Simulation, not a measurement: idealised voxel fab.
Proc. module: voxel self aligned vias
In the cross-section labelled cut, the width is 195 nm and each square cell is 5 nm.
How to read a cross-section here: the picture is a grid of square cells, written as bands going from the top down, and any band can span one or more rows of cells.
Basically the band line says how high the top is and how high the bottom is, in nm, and then what's in it from left to right, every material with its width in nm. Empty space shows up as "empty", and if a single material carries "edge to edge" it runs the full band edge to edge.
Note: height 0 marks the level under which the wafer is uniformly one material as received. Lowest band unbounded below, written "from 0 down".
Top row gets the first number, bottom row gets the second, and each row in between changes by the same step: that is how a band width like "30 to 40" works.
You'll sometimes find "nothing changed" written for a step, and that's the way of saying that nowhere in the cross-section did a cell change during that step.
Enclosed voids (no open way to top), threshold 8 cells or more, entry "Sealed internal voids", notation width x height at distance, distance from left edge, nm.
Formally, on a step line, whatever follows the settings is a remark that the simulator itself makes on the step.
A step's line can hold "overlay nm"; with a mask on that step, the setting says how far right of the planned place the mask lay, while a negative setting says it lay to the left.

**The process steps that were planned are listed below**
| 1 | RECEIVE with material Si |
| 2 | CONFORMAL_DEP with material SiO2, thk nm 10 |
| 3 | CONFORMAL_DEP with material SiCN, thk nm 5 |
| 4 | DIRECTIONAL_DEP with material SiO2, thk nm 20 |
| 5 | MASKED_ETCH with tone open, mask id LINES, width nm 25, pitch nm 65, etch materials SiO2, depth nm 20, overlay nm 0 |
| 6 | CONFORMAL_DEP with material TiN, thk nm 5 |
| 7 | FILL_DEP with material Ru, thk nm 5 |
| 8 | CMP with height nm 35 |
| 9 | SELECTIVE_ETCH with etch materials W Ru TiN, depth nm 5 |
| 10 | FILL_DEP with material SiN, thk nm 5 |
| 11 | CMP with height nm 35 |
| 12 | DIRECTIONAL_DEP with material SiO2, thk nm 15 |
| 13 | DIRECTIONAL_DEP with material aC, thk nm 10 |
| 14 | PATTERN with tone open, mask id VIAS, material resist, width nm 45, thk nm 25, overlay nm 0 |
| 15 | DIRECTIONAL_ETCH with etch materials aC, depth nm 10 |
| 16 | STRIP with etch materials resist |
| 17 | DIRECTIONAL_ETCH with etch materials SiO2, depth nm 15 |
| 18 | DIRECTIONAL_ETCH with etch materials SiN, depth nm 5 |
| 19 | STRIP with etch materials aC |
| 20 | CONFORMAL_DEP with material TiN, thk nm 5 |
| 21 | FILL_DEP with material Cu, thk nm 10 |
| 22 | CMP with height nm 50 |
| 23 | CONFORMAL_DEP with material SiCN, thk nm 5 |

**On the first of the two wafers: run conducted according to plan**

**Cross-section of the incoming wafer, state after step 1**
- from 0 down: Si edge to edge
- Sealed internal voids: none

**After step 2: wafer cross-section**
- from 10 to 0: SiO2 edge to edge
- Everything under 0 stays put, no change at all.

**After step 3: wafer cross-section**
- from 15 to 10: SiCN edge to edge
- Everything under 10 stays put, no change at all.

**After step 4: wafer cross-section**
- from 35 to 15: SiO2 edge to edge
- Everything under 15 stays put, no change at all.

**After step 5: wafer cross-section**
- from 35 to 15: SiO2 (50) | empty (25) | SiO2 (40) | empty (25) | SiO2 (55)
- Everything under 15 stays put, no change at all.

**After step 6: wafer cross-section**
- from 40 to 35: TiN (55) | empty (15) | TiN (50) | empty (15) | TiN (60)
- from 35 to 20: SiO2 (50) | TiN (5) | empty (15) | TiN (5) | SiO2 (40) | TiN (5) | empty (15) | TiN (5) | SiO2 (55)
- from 20 to 15: SiO2 (50) | TiN (25) | SiO2 (40) | TiN (25) | SiO2 (55)
- Everything under 15 stays put, no change at all.

**After step 7: wafer cross-section**
- from 45 to 40: Ru edge to edge
- from 40 to 35: TiN (55) | Ru (15) | TiN (50) | Ru (15) | TiN (60)
- from 35 to 20: SiO2 (50) | TiN (5) | Ru (15) | TiN (5) | SiO2 (40) | TiN (5) | Ru (15) | TiN (5) | SiO2 (55)
- Everything under 20 stays put, no change at all.

**After step 8: wafer cross-section**
- from 35 to 20: SiO2 (50) | TiN (5) | Ru (15) | TiN (5) | SiO2 (40) | TiN (5) | Ru (15) | TiN (5) | SiO2 (55)
- Everything under 20 stays put, no change at all.

**After step 9: wafer cross-section**
- from 35 to 30: SiO2 (50) | empty (25) | SiO2 (40) | empty (25) | SiO2 (55)
- Everything under 30 stays put, no change at all.

**After step 10: wafer cross-section**
- from 40 to 35: SiN edge to edge
- from 35 to 30: SiO2 (50) | SiN (25) | SiO2 (40) | SiN (25) | SiO2 (55)
- Everything under 30 stays put, no change at all.

**After step 11: wafer cross-section**
- from 35 to 30: SiO2 (50) | SiN (25) | SiO2 (40) | SiN (25) | SiO2 (55)
- Everything under 30 stays put, no change at all.

**After step 12: wafer cross-section**
- from 50 to 35: SiO2 edge to edge
- Everything under 35 stays put, no change at all.

**After step 13: wafer cross-section**
- from 60 to 50: aC edge to edge
- Everything under 50 stays put, no change at all.

**After step 14: wafer cross-section**
- from 85 to 60: resist (40) | empty (45) | resist (110)
- Everything under 60 stays put, no change at all.

**After step 15: wafer cross-section**
- from 75 to 60: resist (40) | empty (45) | resist (110)
- from 60 to 50: aC (40) | empty (45) | aC (110)
- Everything under 50 stays put, no change at all.

**After step 16: wafer cross-section**
- from 60 to 50: aC (40) | empty (45) | aC (110)
- Everything under 50 stays put, no change at all.

**After step 17: wafer cross-section**
- from 60 to 50: aC (40) | empty (45) | aC (110)
- from 50 to 35: SiO2 (40) | empty (45) | SiO2 (110)
- Everything under 35 stays put, no change at all.

**After step 18: wafer cross-section**
- from 60 to 50: aC (40) | empty (45) | aC (110)
- from 50 to 35: SiO2 (40) | empty (45) | SiO2 (110)
- from 35 to 30: SiO2 (50) | empty (25) | SiO2 (40) | SiN (25) | SiO2 (55)
- Everything under 30 stays put, no change at all.

**After step 19: wafer cross-section**
- from 50 to 35: SiO2 (40) | empty (45) | SiO2 (110)
- Everything under 35 stays put, no change at all.

**After step 20: wafer cross-section**
- from 55 to 50: TiN (45) | empty (35) | TiN (115)
- from 50 to 40: SiO2 (40) | TiN (5) | empty (35) | TiN (5) | SiO2 (110)
- from 40 to 35: SiO2 (40) | TiN (15) | empty (15) | TiN (15) | SiO2 (110)
- from 35 to 30: SiO2 (50) | TiN (25) | SiO2 (40) | SiN (25) | SiO2 (55)
- Everything under 30 stays put, no change at all.

**After step 21: wafer cross-section**
- from 65 to 55: Cu edge to edge
- from 55 to 50: TiN (45) | Cu (35) | TiN (115)
- from 50 to 40: SiO2 (40) | TiN (5) | Cu (35) | TiN (5) | SiO2 (110)
- from 40 to 35: SiO2 (40) | TiN (15) | Cu (15) | TiN (15) | SiO2 (110)
- Everything under 35 stays put, no change at all.

**After step 22: wafer cross-section**
- from 50 to 40: SiO2 (40) | TiN (5) | Cu (35) | TiN (5) | SiO2 (110)
- Everything under 40 stays put, no change at all.

**After step 23: wafer cross-section**
- from 55 to 50: SiCN edge to edge
- Everything under 50 stays put, no change at all.

**Companion wafer, the second of two: same beginning, same intended sequence, one mistake in carrying it out; through step 16 inclusive it tracks the first exactly**

**The second wafer in cross-section, at the planned close of step 17**
- from 60 to 50: aC (40) | empty (45) | aC (110)
- from 50 to 35: SiO2 (40) | empty (45) | SiO2 (110)
- from 35 to 30: SiO2 (40) | empty (10) | SiN (25) | empty (10) | SiO2 (30) | SiN (25) | SiO2 (55)
- from 30 to 20: SiO2 (40) | empty (10) | TiN (5) | Ru (15) | TiN (5) | empty (10) | SiO2 (30) | TiN (5) | Ru (15) | TiN (5) | SiO2 (55)
- Everything under 20 stays put, no change at all.

**The second wafer in cross-section, at the planned close of step 18**
- from 60 to 50: aC (40) | empty (45) | aC (110)
- from 50 to 35: SiO2 (40) | empty (45) | SiO2 (110)
- from 35 to 30: SiO2 (40) | empty (45) | SiO2 (30) | SiN (25) | SiO2 (55)
- Everything under 30 stays put, no change at all.

**The second wafer in cross-section, at the planned close of step 19**
- from 50 to 35: SiO2 (40) | empty (45) | SiO2 (110)
- Everything under 35 stays put, no change at all.

**The second wafer in cross-section, at the planned close of step 20**
- from 55 to 50: TiN (45) | empty (35) | TiN (115)
- from 50 to 35: SiO2 (40) | TiN (5) | empty (35) | TiN (5) | SiO2 (110)
- from 35 to 30: SiO2 (40) | TiN (45) | SiO2 (30) | SiN (25) | SiO2 (55)
- from 30 to 20: SiO2 (40) | TiN (15) | Ru (15) | TiN (15) | SiO2 (30) | TiN (5) | Ru (15) | TiN (5) | SiO2 (55)
- Everything under 20 stays put, no change at all.

**The second wafer in cross-section, at the planned close of step 21**
- from 65 to 55: Cu edge to edge
- from 55 to 50: TiN (45) | Cu (35) | TiN (115)
- from 50 to 35: SiO2 (40) | TiN (5) | Cu (35) | TiN (5) | SiO2 (110)
- Everything under 35 stays put, no change at all.

**The second wafer in cross-section, at the planned close of step 22**
- from 50 to 35: SiO2 (40) | TiN (5) | Cu (35) | TiN (5) | SiO2 (110)
- Everything under 35 stays put, no change at all.

**The second wafer in cross-section, at the planned close of step 23**
- from 55 to 50: SiCN edge to edge
- Everything under 50 stays put, no change at all.
Finding, execution versus plan: plan step 17 was conducted twice
The closing comparison, in cells, has the second wafer with more or fewer of some materials than the first: +4 Cu, -12 SiO2, +8 TiN
